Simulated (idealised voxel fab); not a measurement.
Process module in this document: voxel self aligned contacts
In the cross-section labelled cut, the width is 200 nm and each square cell is 5 nm.
In this document a cross-section is written as a grid of square cells. It is given as a series of bands, listed from the top down, and a band is one or more rows of cells.
Read a band's entry like this: the first values are the height of its top and the height of its bottom in nm, and what follows is the sequence of materials from left to right, each with its width in nm. Note that "empty" is empty space, and that a single material marked "throughout" reaches across the band from edge to edge.
Basically, 0 is our baseline, since under it the wafer straight out of the box is all one material. The bottom band has no lower end and keeps on going down, so it looks like "0..down".
When a width is written as two numbers, as in "30..40", the first number is the width in the top row of cells of the band and the second is the width in its bottom row, and the width changes by the same amount from each row to the next.
"identical to before" for a step: no cell of the cross-section changed in that step.
Enclosed internal cavities: empty space of 8 cells or more with no open way to the top, each as width x height at its distance from the left edge, in nm
Note: text after step settings on the step line = simulator remark on that step.
On any step carrying a mask, the "overlay nm" setting, if present on the step's line, tells how far right of its planned place the mask lay; negative values point to the left.

The process steps that were planned are listed below:
| 1 | op RECEIVE | material Si |
| 2 | op OXIDIZE | depth nm 5 |
| 3 | op DIRECTIONAL_DEP | material polySi | thk nm 30 |
| 4 | op DIRECTIONAL_DEP | material SiN | thk nm 25 |
| 5 | op MASKED_ETCH | tone cover | mask id GATE | width nm 25 | pitch nm 60 | etch materials SiN | depth nm 25 | overlay nm 0 |
| 6 | op MASKED_ETCH | tone cover | mask id GATE | width nm 25 | pitch nm 60 | etch materials polySi | depth nm 30 | overlay nm 0 |
| 7 | op CONFORMAL_DEP | material SiN | thk nm 10 |
| 8 | op DIRECTIONAL_ETCH | etch materials SiN | depth nm 10 |
| 9 | op FILL_DEP | material SiO2 | thk nm 15 |
| 10 | op CMP | height nm 65 |
| 11 | op MASKED_ETCH | tone open | mask id CONTACT | width nm 45 | pitch nm 60 | etch materials SiO2 | depth nm 70 | overlay nm 0 |
| 12 | op CONFORMAL_DEP | material TiN | thk nm 5 |
| 13 | op FILL_DEP | material W | thk nm 10 |
| 14 | op CMP | height nm 65 |
| 15 | op CONFORMAL_DEP | material SiCN | thk nm 5 |

On the first of the two wafers: run conducted according to plan:

Incoming wafer, cross-sectional view, post step 1:
	0..down = Si throughout
	Enclosed internal cavities: none

Step 2 done - wafer cross-section:
	0..-5 = SiO2 throughout
	Whatever lies below -5 is exactly as it was before.

Step 3 done - wafer cross-section:
	30..0 = polySi throughout
	Whatever lies below 0 is exactly as it was before.

Step 4 done - wafer cross-section:
	55..30 = SiN throughout
	Whatever lies below 30 is exactly as it was before.

Step 5 done - wafer cross-section:
	55..30 = 25 nm empty / 25 nm SiN / 35 nm empty / 25 nm SiN / 35 nm empty / 25 nm SiN / 30 nm empty
	Whatever lies below 30 is exactly as it was before.

Step 6 done - wafer cross-section:
	55..30 = 25 nm empty / 25 nm SiN / 35 nm empty / 25 nm SiN / 35 nm empty / 25 nm SiN / 30 nm empty
	30..0 = 25 nm empty / 25 nm polySi / 35 nm empty / 25 nm polySi / 35 nm empty / 25 nm polySi / 30 nm empty
	Whatever lies below 0 is exactly as it was before.

Step 7 done - wafer cross-section:
	65..30 = 15 nm empty / 45 nm SiN / 15 nm empty / 45 nm SiN / 15 nm empty / 45 nm SiN / 20 nm empty
	30..10 = 15 nm empty / 10 nm SiN / 25 nm polySi / 10 nm SiN / 15 nm empty / 10 nm SiN / 25 nm polySi / 10 nm SiN / 15 nm empty / 10 nm SiN / 25 nm polySi / 10 nm SiN / 20 nm empty
	10..0 = 25 nm SiN / 25 nm polySi / 35 nm SiN / 25 nm polySi / 35 nm SiN / 25 nm polySi / 30 nm SiN
	Whatever lies below 0 is exactly as it was before.

Step 8 done - wafer cross-section:
	55..30 = 15 nm empty / 45 nm SiN / 15 nm empty / 45 nm SiN / 15 nm empty / 45 nm SiN / 20 nm empty
	30..0 = 15 nm empty / 10 nm SiN / 25 nm polySi / 10 nm SiN / 15 nm empty / 10 nm SiN / 25 nm polySi / 10 nm SiN / 15 nm empty / 10 nm SiN / 25 nm polySi / 10 nm SiN / 20 nm empty
	Whatever lies below 0 is exactly as it was before.

Step 9 done - wafer cross-section:
	70..55 = SiO2 throughout
	55..30 = 15 nm SiO2 / 45 nm SiN / 15 nm SiO2 / 45 nm SiN / 15 nm SiO2 / 45 nm SiN / 20 nm SiO2
	30..0 = 15 nm SiO2 / 10 nm SiN / 25 nm polySi / 10 nm SiN / 15 nm SiO2 / 10 nm SiN / 25 nm polySi / 10 nm SiN / 15 nm SiO2 / 10 nm SiN / 25 nm polySi / 10 nm SiN / 20 nm SiO2
	Whatever lies below 0 is exactly as it was before.

Step 10 done - wafer cross-section:
	65..55 = SiO2 throughout
	Whatever lies below 55 is exactly as it was before.

Step 11 done - wafer cross-section:
	65..55 = 45 nm SiO2 / 45 nm empty / 15 nm SiO2 / 45 nm empty / 50 nm SiO2
	55..30 = 15 nm SiO2 / 45 nm SiN / 15 nm empty / 45 nm SiN / 15 nm empty / 45 nm SiN / 20 nm SiO2
	30..0 = 15 nm SiO2 / 10 nm SiN / 25 nm polySi / 10 nm SiN / 15 nm empty / 10 nm SiN / 25 nm polySi / 10 nm SiN / 15 nm empty / 10 nm SiN / 25 nm polySi / 10 nm SiN / 20 nm SiO2
	0..-5 = 60 nm SiO2 / 15 nm empty / 45 nm SiO2 / 15 nm empty / 65 nm SiO2
	Whatever lies below -5 is exactly as it was before.

Step 12 done - wafer cross-section:
	70..65 = 50 nm TiN / 35 nm empty / 25 nm TiN / 35 nm empty / 55 nm TiN
	65..55 = 45 nm SiO2 / 5..20 nm TiN / 35..5 nm empty / 5..20 nm TiN / 15 nm SiO2 / 5..20 nm TiN / 35..5 nm empty / 5..20 nm TiN / 50 nm SiO2
	55..30 = 15 nm SiO2 / 45 nm SiN / 5 nm TiN / 5 nm empty / 5 nm TiN / 45 nm SiN / 5 nm TiN / 5 nm empty / 5 nm TiN / 45 nm SiN / 20 nm SiO2
	30..0 = 15 nm SiO2 / 10 nm SiN / 25 nm polySi / 10 nm SiN / 5 nm TiN / 5 nm empty / 5 nm TiN / 10 nm SiN / 25 nm polySi / 10 nm SiN / 5 nm TiN / 5 nm empty / 5 nm TiN / 10 nm SiN / 25 nm polySi / 10 nm SiN / 20 nm SiO2
	0..-5 = 60 nm SiO2 / 15 nm TiN / 45 nm SiO2 / 15 nm TiN / 65 nm SiO2
	Whatever lies below -5 is exactly as it was before.

Step 13 done - wafer cross-section:
	80..70 = W throughout
	70..65 = 50 nm TiN / 35 nm W / 25 nm TiN / 35 nm W / 55 nm TiN
	65..55 = 45 nm SiO2 / 5..20 nm TiN / 35..5 nm W / 5..20 nm TiN / 15 nm SiO2 / 5..20 nm TiN / 35..5 nm W / 5..20 nm TiN / 50 nm SiO2
	55..30 = 15 nm SiO2 / 45 nm SiN / 5 nm TiN / 5 nm W / 5 nm TiN / 45 nm SiN / 5 nm TiN / 5 nm W / 5 nm TiN / 45 nm SiN / 20 nm SiO2
	30..0 = 15 nm SiO2 / 10 nm SiN / 25 nm polySi / 10 nm SiN / 5 nm TiN / 5 nm W / 5 nm TiN / 10 nm SiN / 25 nm polySi / 10 nm SiN / 5 nm TiN / 5 nm W / 5 nm TiN / 10 nm SiN / 25 nm polySi / 10 nm SiN / 20 nm SiO2
	Whatever lies below 0 is exactly as it was before.

Step 14 done - wafer cross-section:
	65..55 = 45 nm SiO2 / 5..20 nm TiN / 35..5 nm W / 5..20 nm TiN / 15 nm SiO2 / 5..20 nm TiN / 35..5 nm W / 5..20 nm TiN / 50 nm SiO2
	Whatever lies below 55 is exactly as it was before.

Step 15 done - wafer cross-section:
	70..65 = SiCN throughout
	Whatever lies below 65 is exactly as it was before.

Second wafer, same starting conditions and recipe as the first, one mistake in executing it, nothing differs from the first up to and including step 10:

Cross-section of the second wafer corresponding to the planned conclusion of step 11:
	65..55 = 50 nm SiO2 / 40 nm empty / 20 nm SiO2 / 40 nm empty / 50 nm SiO2
	55..30 = 15 nm SiO2 / 45 nm SiN / 15 nm empty / 45 nm SiN / 15 nm empty / 45 nm SiN / 20 nm SiO2
	30..0 = 15 nm SiO2 / 10 nm SiN / 25 nm polySi / 10 nm SiN / 15 nm empty / 10 nm SiN / 25 nm polySi / 10 nm SiN / 15 nm empty / 10 nm SiN / 25 nm polySi / 10 nm SiN / 20 nm SiO2
	0..-5 = 60 nm SiO2 / 15 nm empty / 45 nm SiO2 / 15 nm empty / 65 nm SiO2
	Whatever lies below -5 is exactly as it was before.

Cross-section of the second wafer corresponding to the planned conclusion of step 12:
	70..65 = 55 nm TiN / 30 nm empty / 30 nm TiN / 30 nm empty / 55 nm TiN
	65..55 = 50 nm SiO2 / 5..15 nm TiN / 30..5 nm empty / 5..20 nm TiN / 20 nm SiO2 / 5..15 nm TiN / 30..5 nm empty / 5..20 nm TiN / 50 nm SiO2
	55..30 = 15 nm SiO2 / 45 nm SiN / 5 nm TiN / 5 nm empty / 5 nm TiN / 45 nm SiN / 5 nm TiN / 5 nm empty / 5 nm TiN / 45 nm SiN / 20 nm SiO2
	30..0 = 15 nm SiO2 / 10 nm SiN / 25 nm polySi / 10 nm SiN / 5 nm TiN / 5 nm empty / 5 nm TiN / 10 nm SiN / 25 nm polySi / 10 nm SiN / 5 nm TiN / 5 nm empty / 5 nm TiN / 10 nm SiN / 25 nm polySi / 10 nm SiN / 20 nm SiO2
	0..-5 = 60 nm SiO2 / 15 nm TiN / 45 nm SiO2 / 15 nm TiN / 65 nm SiO2
	Whatever lies below -5 is exactly as it was before.

Cross-section of the second wafer corresponding to the planned conclusion of step 13:
	80..70 = W throughout
	70..65 = 55 nm TiN / 30 nm W / 30 nm TiN / 30 nm W / 55 nm TiN
	65..55 = 50 nm SiO2 / 5..15 nm TiN / 30..5 nm W / 5..20 nm TiN / 20 nm SiO2 / 5..15 nm TiN / 30..5 nm W / 5..20 nm TiN / 50 nm SiO2
	55..30 = 15 nm SiO2 / 45 nm SiN / 5 nm TiN / 5 nm W / 5 nm TiN / 45 nm SiN / 5 nm TiN / 5 nm W / 5 nm TiN / 45 nm SiN / 20 nm SiO2
	30..0 = 15 nm SiO2 / 10 nm SiN / 25 nm polySi / 10 nm SiN / 5 nm TiN / 5 nm W / 5 nm TiN / 10 nm SiN / 25 nm polySi / 10 nm SiN / 5 nm TiN / 5 nm W / 5 nm TiN / 10 nm SiN / 25 nm polySi / 10 nm SiN / 20 nm SiO2
	Whatever lies below 0 is exactly as it was before.

Cross-section of the second wafer corresponding to the planned conclusion of step 14:
	65..55 = 50 nm SiO2 / 5..15 nm TiN / 30..5 nm W / 5..20 nm TiN / 20 nm SiO2 / 5..15 nm TiN / 30..5 nm W / 5..20 nm TiN / 50 nm SiO2
	Whatever lies below 55 is exactly as it was before.

Cross-section of the second wafer corresponding to the planned conclusion of step 15:
	70..65 = SiCN throughout
	Whatever lies below 65 is exactly as it was before.
Short version of what went wrong: step 11 changed vs plan, executed as op MASKED_ETCH | tone open | mask id CONTACT | width nm 40 | pitch nm 60 | etch materials SiO2 | depth nm 70 | overlay nm 0
Materials where the second wafer ends with more or fewer cells than the first: +4 SiO2, -2 TiN, -2 W
